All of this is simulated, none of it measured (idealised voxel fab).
process module | voxel double patterning
cross-section cut | 165 nm wide | cells 5 nm
A cross-section is a grid of square cells, given in bands from the top down. A band is one or more rows of cells.
Each band's line starts with the height of the band's top and of its bottom, in nm. Then come its materials from left to right, each with its width in nm. One material with "throughout" fills the band from edge to edge. "air" is empty space.
Height 0 is the level under which the wafer as received is all one material. The lowest band goes on downwards, as in "0 down".
A width such as "30 to 40" changes by the same amount from each row of cells to the next, from the band's top row to its bottom row.
"no change" after a step means that no cell of the cross-section changed.
closed voids: empty space of 8 cells or more with no open way to the top, each as width x height at its distance from the left edge, in nm
after a step's settings: what the simulator itself notes on the step
overlay nm, on a step with a mask: how far to the right of its planned place the mask lay; to the left if negative
plan
1 op RECEIVE | material Si
2 op CONFORMAL_DEP | material SiO2 | thk nm 10
3 op DIRECTIONAL_DEP | material polySi | thk nm 15
4 op DIRECTIONAL_DEP | material SiN | thk nm 10
5 op DIRECTIONAL_DEP | material aC | thk nm 10
6 op PATTERN | tone open | mask id FIRST | material resist | width nm 15 | pitch nm 50 | thk nm 30 | overlay nm 0
7 op DIRECTIONAL_ETCH | etch materials aC | depth nm 10
8 op STRIP | etch materials resist
9 op DIRECTIONAL_ETCH | etch materials SiN | depth nm 5
10 op STRIP | etch materials aC
11 op DIRECTIONAL_DEP | material aC | thk nm 10
12 op PATTERN | tone open | mask id SECOND | material resist | width nm 15 | pitch nm 50 | thk nm 30 | overlay nm 0
13 op DIRECTIONAL_ETCH | etch materials aC | depth nm 10
14 op STRIP | etch materials resist
15 op DIRECTIONAL_ETCH | etch materials SiN | depth nm 10
16 op STRIP | etch materials aC
17 op DIRECTIONAL_ETCH | etch materials polySi | depth nm 15
18 op STRIP | etch materials SiN
varied across the wafers: depth nm of step 9. The plan shows the first wafer's value. All wafers start alike
first wafer as received, after step 1
  0 down: Si throughout
  closed voids: none
first wafer at the end, after step 18
  25 to 10: polySi 50 | air 15 | polySi 35 | air 15 | polySi 50
  10 to 0: SiO2 throughout
  0 down: Si throughout
  closed voids: none
last wafer at the end
  25 to 10: polySi 25 | air 15 | polySi 10 | air 15 | polySi 10 | air 15 | polySi 10 | air 15 | polySi 10 | air 15 | polySi 25
  10 to 0: SiO2 throughout
  0 down: Si throughout
  closed voids: none
each wafer at the end: cells of each material gained (+) or lost (-) since it was received, then its closed voids
depth nm 5 | +66 SiO2 | +81 polySi | closed voids: none
depth nm 10 | +66 SiO2 | +54 polySi | closed voids: none
depth nm 15 | +66 SiO2 | +54 polySi | closed voids: none
depth nm 20 | +66 SiO2 | +54 polySi | closed voids: none
depth nm 25 | +66 SiO2 | +54 polySi | closed voids: none
